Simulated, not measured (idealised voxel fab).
The document below concerns the process module designated voxel capacitor over wiring.
Section shown: cut. Width: 150 nm. Cell size: 5 nm, square.
Just so we're on the same page, the cross-sections are grids of square cells, and they're listed out in bands top to bottom, each band one or more rows deep. It is stipulated that each band's entry specify, in nanometres, the height of the top of the band and then that of its bottom, followed by the materials of the band in left-to-right sequence, each together with its width in nanometres. A single material marked by the word "all across" is understood to fill the band from edge to edge; the word "empty" is understood to denote empty space. Heights from 0 (as-received wafer is one material below). Bottom band endless downward, as "0 -> down". With a width like "30->40", each row of cells in the band differs from the next by the same amount, the top row carrying the first number and the bottom row the second. No cell of the cross-section changed in a step that is given as "remained the same". What "Enclosed void catalog" gives you is every empty space of 8 cells or more that is cut off from the top. Each appears as width x height at distance, with the distance taken from the left edge and width, height and distance all in nm. Read whatever lies past the settings on a step's line as the simulator's own remark about the step. For masked steps, "overlay nm" on the step line gives how far right of plan the mask actually lay; a minus sign means it lay to the left.
Process steps (planned)
- 1: RECEIVE: material Si
- 2: CONFORMAL_DEP: material SiO2, thk nm 10
- 3: DIRECTIONAL_DEP: material TiN, thk nm 5
- 4: DIRECTIONAL_DEP: material W, thk nm 15
- 5: MASKED_ETCH: tone cover, mask id METAL_1, width nm 30, pitch nm 90, etch materials W, depth nm 15, overlay nm 0
- 6: MASKED_ETCH: tone cover, mask id METAL_1, width nm 30, pitch nm 90, etch materials TiN, depth nm 5, overlay nm 0
- 7: CONFORMAL_DEP: material SiN, thk nm 5
- 8: FILL_DEP: material SiO2, thk nm 5
- 9: CMP: height nm 30
- 10: CONFORMAL_DEP: material SiCN, thk nm 5
- 11: DIRECTIONAL_DEP: material SiO2, thk nm 10
- 12: MASKED_ETCH: tone open, mask id PLUG_1, width nm 15, etch materials SiO2, depth nm 10, overlay nm 0
- 13: MASKED_ETCH: tone open, mask id PLUG_1, width nm 15, etch materials SiCN, depth nm 5, overlay nm 0
- 14: EPI: material Ru, thk nm 10
- 15: EPI: material Ru, thk nm 5
- 16: DIRECTIONAL_DEP: material TiN, thk nm 5
- 17: DIRECTIONAL_DEP: material Al2O3, thk nm 5
- 18: DIRECTIONAL_DEP: material TiN, thk nm 10
- 19: DIRECTIONAL_DEP: material aC, thk nm 10
- 20: PATTERN: tone cover, mask id UPPER_PLATE, material resist, width nm 65, thk nm 30, overlay nm 0
- 21: DIRECTIONAL_ETCH: etch materials aC, depth nm 10
- 22: STRIP: etch materials resist
- 23: DIRECTIONAL_ETCH: etch materials TiN, depth nm 10
- 24: DIRECTIONAL_ETCH: etch materials Al2O3, depth nm 5
- 25: STRIP: etch materials aC
- 26: DIRECTIONAL_DEP: material aC, thk nm 10
- 27: PATTERN: tone cover, mask id LOWER_PLATE, material resist, width nm 75, thk nm 30, overlay nm 0
- 28: DIRECTIONAL_ETCH: etch materials aC, depth nm 10
- 29: STRIP: etch materials resist
- 30: DIRECTIONAL_ETCH: etch materials TiN, depth nm 5
- 31: STRIP: etch materials aC
- 32: FILL_DEP: material SiO2, thk nm 20
- 33: CMP: height nm 80
- 34: MASKED_ETCH: tone open, mask id PLUG_2, width nm 15, etch materials SiO2, depth nm 15, overlay nm 0
- 35: CONFORMAL_DEP: material TiN, thk nm 5
- 36: FILL_DEP: material W, thk nm 5
- 37: CMP: height nm 80
- 38: CONFORMAL_DEP: material SiN, thk nm 5
The first wafer of two, processed as planned
Wafer at receipt (post step 1), cross-section
	0 -> down | Si all across
	Enclosed void catalog: none
Step 2 done - wafer cross-section
	10 -> 0 | SiO2 all across
	Lower than 0, everything is as it was.
Step 3 done - wafer cross-section
	15 -> 10 | TiN all across
	Lower than 10, everything is as it was.
Step 4 done - wafer cross-section
	30 -> 15 | W all across
	Lower than 15, everything is as it was.
Step 5 done - wafer cross-section
	30 -> 15 | empty 15 nm / W 30 nm / empty 60 nm / W 30 nm / empty 15 nm
	Lower than 15, everything is as it was.
Step 6 done - wafer cross-section
	30 -> 15 | empty 15 nm / W 30 nm / empty 60 nm / W 30 nm / empty 15 nm
	15 -> 10 | empty 15 nm / TiN 30 nm / empty 60 nm / TiN 30 nm / empty 15 nm
	Lower than 10, everything is as it was.
Step 7 done - wafer cross-section
	35 -> 30 | empty 10 nm / SiN 40 nm / empty 50 nm / SiN 40 nm / empty 10 nm
	30 -> 15 | empty 10 nm / SiN 5 nm / W 30 nm / SiN 5 nm / empty 50 nm / SiN 5 nm / W 30 nm / SiN 5 nm / empty 10 nm
	15 -> 10 | SiN 15 nm / TiN 30 nm / SiN 60 nm / TiN 30 nm / SiN 15 nm
	Lower than 10, everything is as it was.
Step 8 done - wafer cross-section
	40 -> 35 | SiO2 all across
	35 -> 30 | SiO2 10 nm / SiN 40 nm / SiO2 50 nm / SiN 40 nm / SiO2 10 nm
	30 -> 15 | SiO2 10 nm / SiN 5 nm / W 30 nm / SiN 5 nm / SiO2 50 nm / SiN 5 nm / W 30 nm / SiN 5 nm / SiO2 10 nm
	Lower than 15, everything is as it was.
Step 9 done - wafer cross-section
	30 -> 15 | SiO2 10 nm / SiN 5 nm / W 30 nm / SiN 5 nm / SiO2 50 nm / SiN 5 nm / W 30 nm / SiN 5 nm / SiO2 10 nm
	Lower than 15, everything is as it was.
Step 10 done - wafer cross-section
	35 -> 30 | SiCN all across
	Lower than 30, everything is as it was.
Step 11 done - wafer cross-section
	45 -> 35 | SiO2 all across
	Lower than 35, everything is as it was.
Step 12 done - wafer cross-section
	45 -> 35 | SiO2 30 nm / empty 15 nm / SiO2 105 nm
	Lower than 35, everything is as it was.
Step 13 done - wafer cross-section
	45 -> 35 | SiO2 30 nm / empty 15 nm / SiO2 105 nm
	35 -> 30 | SiCN 30 nm / empty 15 nm / SiCN 105 nm
	Lower than 30, everything is as it was.
Step 14 done - wafer cross-section
	45 -> 40 | SiO2 30 nm / empty 15 nm / SiO2 105 nm
	40 -> 35 | SiO2 30 nm / Ru 15 nm / SiO2 105 nm
	35 -> 30 | SiCN 30 nm / Ru 15 nm / SiCN 105 nm
	Lower than 30, everything is as it was.
Step 15 done - wafer cross-section
	45 -> 35 | SiO2 30 nm / Ru 15 nm / SiO2 105 nm
	Lower than 35, everything is as it was.
Step 16 done - wafer cross-section
	50 -> 45 | TiN all across
	Lower than 45, everything is as it was.
Step 17 done - wafer cross-section
	55 -> 50 | Al2O3 all across
	Lower than 50, everything is as it was.
Step 18 done - wafer cross-section
	65 -> 55 | TiN all across
	Lower than 55, everything is as it was.
Step 19 done - wafer cross-section
	75 -> 65 | aC all across
	Lower than 65, everything is as it was.
Step 20 done - wafer cross-section
	105 -> 75 | empty 30 nm / resist 65 nm / empty 55 nm
	Lower than 75, everything is as it was.
Step 21 done - wafer cross-section
	95 -> 75 | empty 30 nm / resist 65 nm / empty 55 nm
	75 -> 65 | empty 30 nm / aC 65 nm / empty 55 nm
	Lower than 65, everything is as it was.
Step 22 done - wafer cross-section
	75 -> 65 | empty 30 nm / aC 65 nm / empty 55 nm
	Lower than 65, everything is as it was.
Step 23 done - wafer cross-section
	75 -> 65 | empty 30 nm / aC 65 nm / empty 55 nm
	65 -> 55 | empty 30 nm / TiN 65 nm / empty 55 nm
	Lower than 55, everything is as it was.
Step 24 done - wafer cross-section
	75 -> 65 | empty 30 nm / aC 65 nm / empty 55 nm
	65 -> 55 | empty 30 nm / TiN 65 nm / empty 55 nm
	55 -> 50 | empty 30 nm / Al2O3 65 nm / empty 55 nm
	Lower than 50, everything is as it was.
Step 25 done - wafer cross-section
	65 -> 55 | empty 30 nm / TiN 65 nm / empty 55 nm
	Lower than 55, everything is as it was.
Step 26 done - wafer cross-section
	75 -> 65 | empty 30 nm / aC 65 nm / empty 55 nm
	65 -> 60 | empty 30 nm / TiN 65 nm / empty 55 nm
	60 -> 55 | aC 30 nm / TiN 65 nm / aC 55 nm
	55 -> 50 | aC 30 nm / Al2O3 65 nm / aC 55 nm
	Lower than 50, everything is as it was.
Step 27 done - wafer cross-section
	105 -> 75 | empty 25 nm / resist 75 nm / empty 50 nm
	75 -> 65 | empty 25 nm / resist 5 nm / aC 65 nm / resist 5 nm / empty 50 nm
	65 -> 60 | empty 25 nm / resist 5 nm / TiN 65 nm / resist 5 nm / empty 50 nm
	Lower than 60, everything is as it was.
Step 28 done - wafer cross-section
	95 -> 75 | empty 25 nm / resist 75 nm / empty 50 nm
	75 -> 65 | empty 25 nm / resist 5 nm / aC 65 nm / resist 5 nm / empty 50 nm
	65 -> 60 | empty 25 nm / resist 5 nm / TiN 65 nm / resist 5 nm / empty 50 nm
	60 -> 55 | empty 25 nm / aC 5 nm / TiN 65 nm / aC 5 nm / empty 50 nm
	55 -> 50 | empty 25 nm / aC 5 nm / Al2O3 65 nm / aC 5 nm / empty 50 nm
	Lower than 50, everything is as it was.
Step 29 done - wafer cross-section
	75 -> 65 | empty 30 nm / aC 65 nm / empty 55 nm
	65 -> 60 | empty 30 nm / TiN 65 nm / empty 55 nm
	Lower than 60, everything is as it was.
Step 30 done - wafer cross-section
	75 -> 65 | empty 30 nm / aC 65 nm / empty 55 nm
	65 -> 60 | empty 30 nm / TiN 65 nm / empty 55 nm
	60 -> 55 | empty 25 nm / aC 5 nm / TiN 65 nm / aC 5 nm / empty 50 nm
	55 -> 50 | empty 25 nm / aC 5 nm / Al2O3 65 nm / aC 5 nm / empty 50 nm
	50 -> 45 | empty 25 nm / TiN 75 nm / empty 50 nm
	Lower than 45, everything is as it was.
Step 31 done - wafer cross-section
	65 -> 55 | empty 30 nm / TiN 65 nm / empty 55 nm
	55 -> 50 | empty 30 nm / Al2O3 65 nm / empty 55 nm
	Lower than 50, everything is as it was.
Step 32 done - wafer cross-section
	85 -> 65 | SiO2 all across
	65 -> 55 | SiO2 30 nm / TiN 65 nm / SiO2 55 nm
	55 -> 50 | SiO2 30 nm / Al2O3 65 nm / SiO2 55 nm
	50 -> 45 | SiO2 25 nm / TiN 75 nm / SiO2 50 nm
	Lower than 45, everything is as it was.
Step 33 done - wafer cross-section
	80 -> 65 | SiO2 all across
	Lower than 65, everything is as it was.
Step 34 done - wafer cross-section
	80 -> 65 | SiO2 40 nm / empty 15 nm / SiO2 95 nm
	Lower than 65, everything is as it was.
Step 35 done - wafer cross-section
	85 -> 80 | TiN 45 nm / empty 5 nm / TiN 100 nm
	80 -> 70 | SiO2 40 nm / TiN 5 nm / empty 5 nm / TiN 5 nm / SiO2 95 nm
	70 -> 65 | SiO2 40 nm / TiN 15 nm / SiO2 95 nm
	Lower than 65, everything is as it was.
Step 36 done - wafer cross-section
	90 -> 85 | W all across
	85 -> 80 | TiN 45 nm / W 5 nm / TiN 100 nm
	80 -> 70 | SiO2 40 nm / TiN 5 nm / W 5 nm / TiN 5 nm / SiO2 95 nm
	Lower than 70, everything is as it was.
Step 37 done - wafer cross-section
	80 -> 70 | SiO2 40 nm / TiN 5 nm / W 5 nm / TiN 5 nm / SiO2 95 nm
	Lower than 70, everything is as it was.
Step 38 done - wafer cross-section
	85 -> 80 | SiN all across
	Lower than 80, everything is as it was.
The second wafer began exactly as the first did and followed the same plan, but one mistake was made while running it; through step 26 inclusive, the two wafers are identical
Second wafer profile in section, at the moment step 27 of the plan was meant to be complete
	105 -> 75 | resist 25 nm / empty 75 nm / resist 50 nm
	75 -> 65 | resist 25 nm / empty 5 nm / aC 65 nm / empty 5 nm / resist 50 nm
	65 -> 60 | resist 25 nm / empty 5 nm / TiN 65 nm / empty 5 nm / resist 50 nm
	Lower than 60, everything is as it was.
Second wafer profile in section, at the moment step 28 of the plan was meant to be complete
	95 -> 65 | resist 25 nm / empty 75 nm / resist 50 nm
	65 -> 60 | resist 25 nm / empty 5 nm / TiN 65 nm / empty 5 nm / resist 50 nm
	60 -> 55 | aC 25 nm / empty 5 nm / TiN 65 nm / empty 5 nm / aC 50 nm
	55 -> 50 | aC 25 nm / empty 5 nm / Al2O3 65 nm / empty 5 nm / aC 50 nm
	Lower than 50, everything is as it was.
Second wafer profile in section, at the moment step 29 of the plan was meant to be complete
	65 -> 60 | empty 30 nm / TiN 65 nm / empty 55 nm
	Lower than 60, everything is as it was.
Second wafer profile in section, at the moment step 30 of the plan was meant to be complete
	60 -> 55 | aC 25 nm / empty 5 nm / TiN 65 nm / empty 5 nm / aC 50 nm
	55 -> 50 | aC 25 nm / empty 5 nm / Al2O3 65 nm / empty 5 nm / aC 50 nm
	50 -> 45 | TiN 25 nm / empty 5 nm / TiN 65 nm / empty 5 nm / TiN 50 nm
	Lower than 45, everything is as it was.
Second wafer profile in section, at the moment step 31 of the plan was meant to be complete
	60 -> 55 | empty 30 nm / TiN 65 nm / empty 55 nm
	55 -> 50 | empty 30 nm / Al2O3 65 nm / empty 55 nm
	Lower than 50, everything is as it was.
Second wafer profile in section, at the moment step 32 of the plan was meant to be complete
	80 -> 60 | SiO2 all across
	60 -> 55 | SiO2 30 nm / TiN 65 nm / SiO2 55 nm
	55 -> 50 | SiO2 30 nm / Al2O3 65 nm / SiO2 55 nm
	50 -> 45 | TiN 25 nm / SiO2 5 nm / TiN 65 nm / SiO2 5 nm / TiN 50 nm
	Lower than 45, everything is as it was.
Second wafer profile in section, at the moment step 33 of the plan was meant to be complete: remained the same
Second wafer profile in section, at the moment step 34 of the plan was meant to be complete
	80 -> 65 | SiO2 40 nm / empty 15 nm / SiO2 95 nm
	Lower than 65, everything is as it was.
Second wafer profile in section, at the moment step 35 of the plan was meant to be complete
	85 -> 80 | TiN 45 nm / empty 5 nm / TiN 100 nm
	80 -> 70 | SiO2 40 nm / TiN 5 nm / empty 5 nm / TiN 5 nm / SiO2 95 nm
	70 -> 65 | SiO2 40 nm / TiN 15 nm / SiO2 95 nm
	Lower than 65, everything is as it was.
Second wafer profile in section, at the moment step 36 of the plan was meant to be complete
	90 -> 85 | W all across
	85 -> 80 | TiN 45 nm / W 5 nm / TiN 100 nm
	80 -> 70 | SiO2 40 nm / TiN 5 nm / W 5 nm / TiN 5 nm / SiO2 95 nm
	Lower than 70, everything is as it was.
Second wafer profile in section, at the moment step 37 of the plan was meant to be complete
	80 -> 70 | SiO2 40 nm / TiN 5 nm / W 5 nm / TiN 5 nm / SiO2 95 nm
	Lower than 70, everything is as it was.
Second wafer profile in section, at the moment step 38 of the plan was meant to be complete
	85 -> 80 | SiN all across
	Lower than 80, everything is as it was.
Want to know what went wrong? step 27 went in with a setting other than planned; the actual run was PATTERN: tone open, mask id LOWER_PLATE, material resist, width nm 75, thk nm 30, overlay nm 0
In the final comparison it is observed that the number of cells assigned to each material is identical for the two wafers, whereas their placement is not.
